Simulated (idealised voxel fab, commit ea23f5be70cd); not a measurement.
Process module heading - voxel air gaps
This is section cut - it's 175 nm across, gridded in 5 nm square cells.
Throughout this document, each cross-section is represented as a grid of square cells and is presented as a sequence of bands enumerated from the top downward, where a band comprises one or more rows of cells.
Top, bottom (nm), then materials left to right with widths (nm); lone material tagged "throughout" fills the whole band edge to edge; "blank" = empty space.
Where do heights start? At 0: under that level the wafer as delivered is made of one material only. And the lowest band has no floor; it just carries on downward, as in "0 and below".
With a width like "30..40", each row of cells in the band differs from the next by the same amount, the top row carrying the first number and the bottom row the second.
Key: "remained the same" - step with no changed cell in the cross-section.
"Enclosed void catalog" - sealed voids, min. 8 cells, no opening to top; format: width x height at distance (distance from left edge; nm throughout).
Post-settings text on a step line: simulator's own remark regarding the step.
"overlay nm", when on a step's line for a step with a mask, measures how far to the right of its planned place the mask lay; a negative measure means to the left.
-- Intended process steps
- 1: RECEIVE (material Si)
- 2: CONFORMAL_DEP (material SiO2; thk nm 15)
- 3: CONFORMAL_DEP (material SiCN; thk nm 5)
- 4: DIRECTIONAL_DEP (material SiO2; thk nm 30)
- 5: DIRECTIONAL_DEP (material aC; thk nm 15)
- 6: PATTERN (tone open; mask id LINES; material resist; width nm 25; pitch nm 50; thk nm 35; overlay nm 0)
- 7: DIRECTIONAL_ETCH (etch materials aC; depth nm 15)
- 8: STRIP (etch materials resist)
- 9: DIRECTIONAL_ETCH (etch materials SiO2; depth nm 30)
- 10: STRIP (etch materials aC)
- 11: CONFORMAL_DEP (material TiN; thk nm 5)
- 12: FILL_DEP (material Cu; thk nm 10)
- 13: CMP (height nm 50)
- 14: EPI (material Ru; thk nm 10)
- 15: SELECTIVE_ETCH (etch materials SiO2; depth nm 40)
- 16: CONFORMAL_DEP (material SiCN; thk nm 5)
-- The first wafer of two, processed as planned
-- Cross-section of the wafer as it came to us, i.e., already through step 1
- 0 and below: Si throughout
- Enclosed void catalog: none
-- Step 2 complete: cross-section through the wafer
- 15 down to 0: SiO2 throughout
- Heights below 0 show no change.
-- Step 3 complete: cross-section through the wafer
- 20 down to 15: SiCN throughout
- Heights below 15 show no change.
-- Step 4 complete: cross-section through the wafer
- 50 down to 20: SiO2 throughout
- Heights below 20 show no change.
-- Step 5 complete: cross-section through the wafer
- 65 down to 50: aC throughout
- Heights below 50 show no change.
-- Step 6 complete: cross-section through the wafer
- 100 down to 65: 25 resist, then 25 blank, then 25 resist, then 25 blank, then 25 resist, then 25 blank, then 25 resist
- Heights below 65 show no change.
-- Step 7 complete: cross-section through the wafer
- 85 down to 65: 25 resist, then 25 blank, then 25 resist, then 25 blank, then 25 resist, then 25 blank, then 25 resist
- 65 down to 50: 25 aC, then 25 blank, then 25 aC, then 25 blank, then 25 aC, then 25 blank, then 25 aC
- Heights below 50 show no change.
-- Step 8 complete: cross-section through the wafer
- 65 down to 50: 25 aC, then 25 blank, then 25 aC, then 25 blank, then 25 aC, then 25 blank, then 25 aC
- Heights below 50 show no change.
-- Step 9 complete: cross-section through the wafer
- 65 down to 50: 25 aC, then 25 blank, then 25 aC, then 25 blank, then 25 aC, then 25 blank, then 25 aC
- 50 down to 20: 25 SiO2, then 25 blank, then 25 SiO2, then 25 blank, then 25 SiO2, then 25 blank, then 25 SiO2
- Heights below 20 show no change.
-- Step 10 complete: cross-section through the wafer
- 50 down to 20: 25 SiO2, then 25 blank, then 25 SiO2, then 25 blank, then 25 SiO2, then 25 blank, then 25 SiO2
- Heights below 20 show no change.
-- Step 11 complete: cross-section through the wafer
- 55 down to 50: 30 TiN, then 15 blank, then 35 TiN, then 15 blank, then 35 TiN, then 15 blank, then 30 TiN
- 50 down to 25: 25 SiO2, then 5 TiN, then 15 blank, then 5 TiN, then 25 SiO2, then 5 TiN, then 15 blank, then 5 TiN, then 25 SiO2, then 5 TiN, then 15 blank, then 5 TiN, then 25 SiO2
- 25 down to 20: 25 SiO2, then 25 TiN, then 25 SiO2, then 25 TiN, then 25 SiO2, then 25 TiN, then 25 SiO2
- Heights below 20 show no change.
-- Step 12 complete: cross-section through the wafer
- 65 down to 55: Cu throughout
- 55 down to 50: 30 TiN, then 15 Cu, then 35 TiN, then 15 Cu, then 35 TiN, then 15 Cu, then 30 TiN
- 50 down to 25: 25 SiO2, then 5 TiN, then 15 Cu, then 5 TiN, then 25 SiO2, then 5 TiN, then 15 Cu, then 5 TiN, then 25 SiO2, then 5 TiN, then 15 Cu, then 5 TiN, then 25 SiO2
- Heights below 25 show no change.
-- Step 13 complete: cross-section through the wafer
- 50 down to 25: 25 SiO2, then 5 TiN, then 15 Cu, then 5 TiN, then 25 SiO2, then 5 TiN, then 15 Cu, then 5 TiN, then 25 SiO2, then 5 TiN, then 15 Cu, then 5 TiN, then 25 SiO2
- Heights below 25 show no change.
-- Step 14 complete: cross-section through the wafer
- 60 down to 50: 15 blank, then 45 Ru, then 5 blank, then 45 Ru, then 5 blank, then 45 Ru, then 15 blank
- Heights below 50 show no change.
-- Step 15 complete: cross-section through the wafer
- 60 down to 50: 15 blank, then 45 Ru, then 5 blank, then 45 Ru, then 5 blank, then 45 Ru, then 15 blank
- 50 down to 25: 25 blank, then 5 TiN, then 15 Cu, then 5 TiN, then 25 blank, then 5 TiN, then 15 Cu, then 5 TiN, then 25 blank, then 5 TiN, then 15 Cu, then 5 TiN, then 25 blank
- 25 down to 20: 25 blank, then 25 TiN, then 25 blank, then 25 TiN, then 25 blank, then 25 TiN, then 25 blank
- Heights below 20 show no change.
-- Step 16 complete: cross-section through the wafer
- 65 down to 60: 10 blank, then 155 SiCN, then 10 blank
- 60 down to 50: 10 blank, then 5 SiCN, then 45 Ru, then 5 SiCN, then 45 Ru, then 5 SiCN, then 45 Ru, then 5 SiCN, then 10 blank
- 50 down to 45: 10 blank, then 15 SiCN, then 5 TiN, then 15 Cu, then 5 TiN, then 25 SiCN, then 5 TiN, then 15 Cu, then 5 TiN, then 25 SiCN, then 5 TiN, then 15 Cu, then 5 TiN, then 15 SiCN, then 10 blank
- 45 down to 25: 20 blank, then 5 SiCN, then 5 TiN, then 15 Cu, then 5 TiN, then 5 SiCN, then 15 blank, then 5 SiCN, then 5 TiN, then 15 Cu, then 5 TiN, then 5 SiCN, then 15 blank, then 5 SiCN, then 5 TiN, then 15 Cu, then 5 TiN, then 5 SiCN, then 20 blank
- 25 down to 20: 25 SiCN, then 25 TiN, then 25 SiCN, then 25 TiN, then 25 SiCN, then 25 TiN, then 25 SiCN
- Heights below 20 show no change.
- Enclosed void catalog: 15 x 20 at 55; 15 x 20 at 105
-- The Second Wafer: Common Origin and Plan, One Mistake in Execution, Identical to the First Through Step 1
-- Second wafer profile in section, at the moment step 2 of the plan was meant to be complete
- 5 down to 0: SiCN throughout
- Heights below 0 show no change.
-- Second wafer profile in section, at the moment step 3 of the plan was meant to be complete
- 20 down to 5: SiO2 throughout
- Heights below 5 show no change.
-- Second wafer profile in section, at the moment step 4 of the plan was meant to be complete
- 50 down to 5: SiO2 throughout
- Heights below 5 show no change.
-- Second wafer profile in section, at the moment step 5 of the plan was meant to be complete
- 65 down to 50: aC throughout
- Heights below 50 show no change.
-- Second wafer profile in section, at the moment step 6 of the plan was meant to be complete
- 100 down to 65: 25 resist, then 25 blank, then 25 resist, then 25 blank, then 25 resist, then 25 blank, then 25 resist
- Heights below 65 show no change.
-- Second wafer profile in section, at the moment step 7 of the plan was meant to be complete
- 85 down to 65: 25 resist, then 25 blank, then 25 resist, then 25 blank, then 25 resist, then 25 blank, then 25 resist
- 65 down to 50: 25 aC, then 25 blank, then 25 aC, then 25 blank, then 25 aC, then 25 blank, then 25 aC
- Heights below 50 show no change.
-- Second wafer profile in section, at the moment step 8 of the plan was meant to be complete
- 65 down to 50: 25 aC, then 25 blank, then 25 aC, then 25 blank, then 25 aC, then 25 blank, then 25 aC
- Heights below 50 show no change.
-- Second wafer profile in section, at the moment step 9 of the plan was meant to be complete
- 65 down to 50: 25 aC, then 25 blank, then 25 aC, then 25 blank, then 25 aC, then 25 blank, then 25 aC
- 50 down to 20: 25 SiO2, then 25 blank, then 25 SiO2, then 25 blank, then 25 SiO2, then 25 blank, then 25 SiO2
- Heights below 20 show no change.
-- Second wafer profile in section, at the moment step 10 of the plan was meant to be complete
- 50 down to 20: 25 SiO2, then 25 blank, then 25 SiO2, then 25 blank, then 25 SiO2, then 25 blank, then 25 SiO2
- Heights below 20 show no change.
-- Second wafer profile in section, at the moment step 11 of the plan was meant to be complete
- 55 down to 50: 30 TiN, then 15 blank, then 35 TiN, then 15 blank, then 35 TiN, then 15 blank, then 30 TiN
- 50 down to 25: 25 SiO2, then 5 TiN, then 15 blank, then 5 TiN, then 25 SiO2, then 5 TiN, then 15 blank, then 5 TiN, then 25 SiO2, then 5 TiN, then 15 blank, then 5 TiN, then 25 SiO2
- 25 down to 20: 25 SiO2, then 25 TiN, then 25 SiO2, then 25 TiN, then 25 SiO2, then 25 TiN, then 25 SiO2
- Heights below 20 show no change.
-- Second wafer profile in section, at the moment step 12 of the plan was meant to be complete
- 65 down to 55: Cu throughout
- 55 down to 50: 30 TiN, then 15 Cu, then 35 TiN, then 15 Cu, then 35 TiN, then 15 Cu, then 30 TiN
- 50 down to 25: 25 SiO2, then 5 TiN, then 15 Cu, then 5 TiN, then 25 SiO2, then 5 TiN, then 15 Cu, then 5 TiN, then 25 SiO2, then 5 TiN, then 15 Cu, then 5 TiN, then 25 SiO2
- Heights below 25 show no change.
-- Second wafer profile in section, at the moment step 13 of the plan was meant to be complete
- 50 down to 25: 25 SiO2, then 5 TiN, then 15 Cu, then 5 TiN, then 25 SiO2, then 5 TiN, then 15 Cu, then 5 TiN, then 25 SiO2, then 5 TiN, then 15 Cu, then 5 TiN, then 25 SiO2
- Heights below 25 show no change.
-- Second wafer profile in section, at the moment step 14 of the plan was meant to be complete
- 60 down to 50: 15 blank, then 45 Ru, then 5 blank, then 45 Ru, then 5 blank, then 45 Ru, then 15 blank
- Heights below 50 show no change.
-- Second wafer profile in section, at the moment step 15 of the plan was meant to be complete
- 60 down to 50: 15 blank, then 45 Ru, then 5 blank, then 45 Ru, then 5 blank, then 45 Ru, then 15 blank
- 50 down to 25: 25 blank, then 5 TiN, then 15 Cu, then 5 TiN, then 25 blank, then 5 TiN, then 15 Cu, then 5 TiN, then 25 blank, then 5 TiN, then 15 Cu, then 5 TiN, then 25 blank
- 25 down to 20: 25 blank, then 25 TiN, then 25 blank, then 25 TiN, then 25 blank, then 25 TiN, then 25 blank
- 20 down to 10: 35 blank, then 5 SiO2, then 45 blank, then 5 SiO2, then 45 blank, then 5 SiO2, then 35 blank
- Heights below 10 show no change.
-- Second wafer profile in section, at the moment step 16 of the plan was meant to be complete
- 65 down to 60: 10 blank, then 155 SiCN, then 10 blank
- 60 down to 50: 10 blank, then 5 SiCN, then 45 Ru, then 5 SiCN, then 45 Ru, then 5 SiCN, then 45 Ru, then 5 SiCN, then 10 blank
- 50 down to 45: 10 blank, then 15 SiCN, then 5 TiN, then 15 Cu, then 5 TiN, then 25 SiCN, then 5 TiN, then 15 Cu, then 5 TiN, then 25 SiCN, then 5 TiN, then 15 Cu, then 5 TiN, then 15 SiCN, then 10 blank
- 45 down to 25: 20 blank, then 5 SiCN, then 5 TiN, then 15 Cu, then 5 TiN, then 5 SiCN, then 15 blank, then 5 SiCN, then 5 TiN, then 15 Cu, then 5 TiN, then 5 SiCN, then 15 blank, then 5 SiCN, then 5 TiN, then 15 Cu, then 5 TiN, then 5 SiCN, then 20 blank
- 25 down to 20: 20 blank, then 5 SiCN, then 25 TiN, then 5 SiCN, then 15 blank, then 5 SiCN, then 25 TiN, then 5 SiCN, then 15 blank, then 5 SiCN, then 25 TiN, then 5 SiCN, then 20 blank
- 20 down to 15: 20 blank, then 15 SiCN, then 5 SiO2, then 15 SiCN, then 15 blank, then 15 SiCN, then 5 SiO2, then 15 SiCN, then 15 blank, then 15 SiCN, then 5 SiO2, then 15 SiCN, then 20 blank
- 15 down to 10: 35 SiCN, then 5 SiO2, then 45 SiCN, then 5 SiO2, then 45 SiCN, then 5 SiO2, then 35 SiCN
- Heights below 10 show no change.
- Enclosed void catalog: 15 x 30 at 55; 15 x 30 at 105
Deviation noted in wafer processing: plan vs actual: 2 and 3 interchanged
Wafer comparison, final, in cells, second relative to first, materials more or fewer: SiCN +36, SiO2 -64
